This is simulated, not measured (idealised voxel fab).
process module | voxel capacitor over wiring
cross-section cut | 230 nm wide | cells 5 nm
A cross-section is a grid of square cells, given in bands from the top down. A band is one or more rows of cells.
Each band's line starts with the height of the band's top and of its bottom, in nm. Then come its materials from left to right, each with its width in nm. One material with "throughout" fills the band from edge to edge. "air" is empty space.
Height 0 is the level under which the wafer as received is all one material. The lowest band goes on downwards, as in "0 down".
A width such as "30 to 40" changes by the same amount from each row of cells to the next, from the band's top row to its bottom row.
"no change" after a step means that no cell of the cross-section changed.
closed voids: empty space of 8 cells or more with no open way to the top, each as width x height at its distance from the left edge, in nm
after a step's settings: what the simulator itself notes on the step
overlay nm, on a step with a mask: how far to the right of its planned place the mask lay; to the left if negative
plan
1 op RECEIVE | material Si
2 op CONFORMAL_DEP | material SiO2 | thk nm 15
3 op DIRECTIONAL_DEP | material TiN | thk nm 5
4 op DIRECTIONAL_DEP | material Ru | thk nm 20
5 op PATTERN | tone cover | mask id METAL_1 | material resist | width nm 30 | pitch nm 80 | thk nm 20 | overlay nm 0
6 op DIRECTIONAL_ETCH | etch materials Ru | depth nm 20
7 op DIRECTIONAL_ETCH | etch materials TiN | depth nm 5
8 op STRIP | etch materials resist
9 op CONFORMAL_DEP | material SiN | thk nm 5
10 op FILL_DEP | material lowk | thk nm 10
11 op CMP | height nm 40
12 op CONFORMAL_DEP | material SiCN | thk nm 5
13 op DIRECTIONAL_DEP | material lowk | thk nm 15
14 op MASKED_ETCH | tone open | mask id PLUG_1 | width nm 15 | etch materials lowk | depth nm 15 | overlay nm 0
15 op MASKED_ETCH | tone open | mask id PLUG_1 | width nm 15 | etch materials SiCN | depth nm 5 | overlay nm 0
16 op CONFORMAL_DEP | material TiN | thk nm 5
17 op FILL_DEP | material W | thk nm 5
18 op CMP | height nm 60
19 op DIRECTIONAL_DEP | material TiN | thk nm 5
20 op DIRECTIONAL_DEP | material HfO2 | thk nm 5
21 op DIRECTIONAL_DEP | material TiN | thk nm 5
22 op PATTERN | tone cover | mask id UPPER_PLATE | material resist | width nm 55 | thk nm 20 | overlay nm 0
23 op DIRECTIONAL_ETCH | etch materials TiN | depth nm 5
24 op DIRECTIONAL_ETCH | etch materials HfO2 | depth nm 5
25 op STRIP | etch materials resist
26 op DIRECTIONAL_DEP | material aC | thk nm 15
27 op PATTERN | tone cover | mask id LOWER_PLATE | material resist | width nm 65 | thk nm 30 | overlay nm 0
28 op DIRECTIONAL_ETCH | etch materials aC | depth nm 15
29 op STRIP | etch materials resist
30 op DIRECTIONAL_ETCH | etch materials TiN | depth nm 5
31 op STRIP | etch materials aC
32 op FILL_DEP | material SiO2 | thk nm 15
33 op CMP | height nm 85
34 op DIRECTIONAL_DEP | material aC | thk nm 10
35 op PATTERN | tone open | mask id PLUG_2 | material resist | width nm 15 | thk nm 30 | overlay nm 0
36 op DIRECTIONAL_ETCH | etch materials aC | depth nm 10
37 op STRIP | etch materials resist
38 op DIRECTIONAL_ETCH | etch materials SiO2 | depth nm 10
39 op STRIP | etch materials aC
40 op CONFORMAL_DEP | material TiN | thk nm 5
41 op FILL_DEP | material W | thk nm 10
42 op CMP | height nm 85
43 op CONFORMAL_DEP | material SiCN | thk nm 5
varied across the wafers: thk nm of step 43. The plan shows the first wafer's value. All wafers start alike
first wafer as received, after step 1
  0 down: Si throughout
  closed voids: none
first wafer at the end, after step 43
  90 to 85: SiCN throughout
  85 to 80: SiO2 85 | TiN 5 | W 5 | TiN 5 | SiO2 130
  80 to 70: SiO2 85 to 75 | TiN 15 to 55 | SiO2 130 to 100
  70 to 65: SiO2 75 | HfO2 55 | SiO2 100
  65 to 60: SiO2 70 | TiN 65 | SiO2 95
  60 to 45: lowk 75 | TiN 5 | W 5 | TiN 5 | lowk 140
  45 to 40: SiCN 75 | TiN 15 | SiCN 140
  40 to 20: lowk 55 | SiN 5 | Ru 30 | SiN 5 | lowk 40 | SiN 5 | Ru 30 | SiN 5 | lowk 55
  20 to 15: SiN 60 | TiN 30 | SiN 50 | TiN 30 | SiN 60
  15 to 0: SiO2 throughout
  0 down: Si throughout
  closed voids: none
last wafer at the end
  105 to 85: SiCN throughout
  85 to 80: SiO2 85 | TiN 5 | W 5 | TiN 5 | SiO2 130
  80 to 70: SiO2 85 to 75 | TiN 15 to 55 | SiO2 130 to 100
  70 to 65: SiO2 75 | HfO2 55 | SiO2 100
  65 to 60: SiO2 70 | TiN 65 | SiO2 95
  60 to 45: lowk 75 | TiN 5 | W 5 | TiN 5 | lowk 140
  45 to 40: SiCN 75 | TiN 15 | SiCN 140
  40 to 20: lowk 55 | SiN 5 | Ru 30 | SiN 5 | lowk 40 | SiN 5 | Ru 30 | SiN 5 | lowk 55
  20 to 15: SiN 60 | TiN 30 | SiN 50 | TiN 30 | SiN 60
  15 to 0: SiO2 throughout
  0 down: Si throughout
  closed voids: none
each wafer at the end: cells of each material gained (+) or lost (-) since it was received, then its closed voids
thk nm 5 | +11 HfO2 | +48 Ru | +89 SiCN | +50 SiN | +327 SiO2 | +50 TiN | +4 W | +249 lowk | closed voids: none
thk nm 10 | +11 HfO2 | +48 Ru | +135 SiCN | +50 SiN | +327 SiO2 | +50 TiN | +4 W | +249 lowk | closed voids: none
thk nm 15 | +11 HfO2 | +48 Ru | +181 SiCN | +50 SiN | +327 SiO2 | +50 TiN | +4 W | +249 lowk | closed voids: none
thk nm 20 | +11 HfO2 | +48 Ru | +227 SiCN | +50 SiN | +327 SiO2 | +50 TiN | +4 W | +249 lowk | closed voids: none
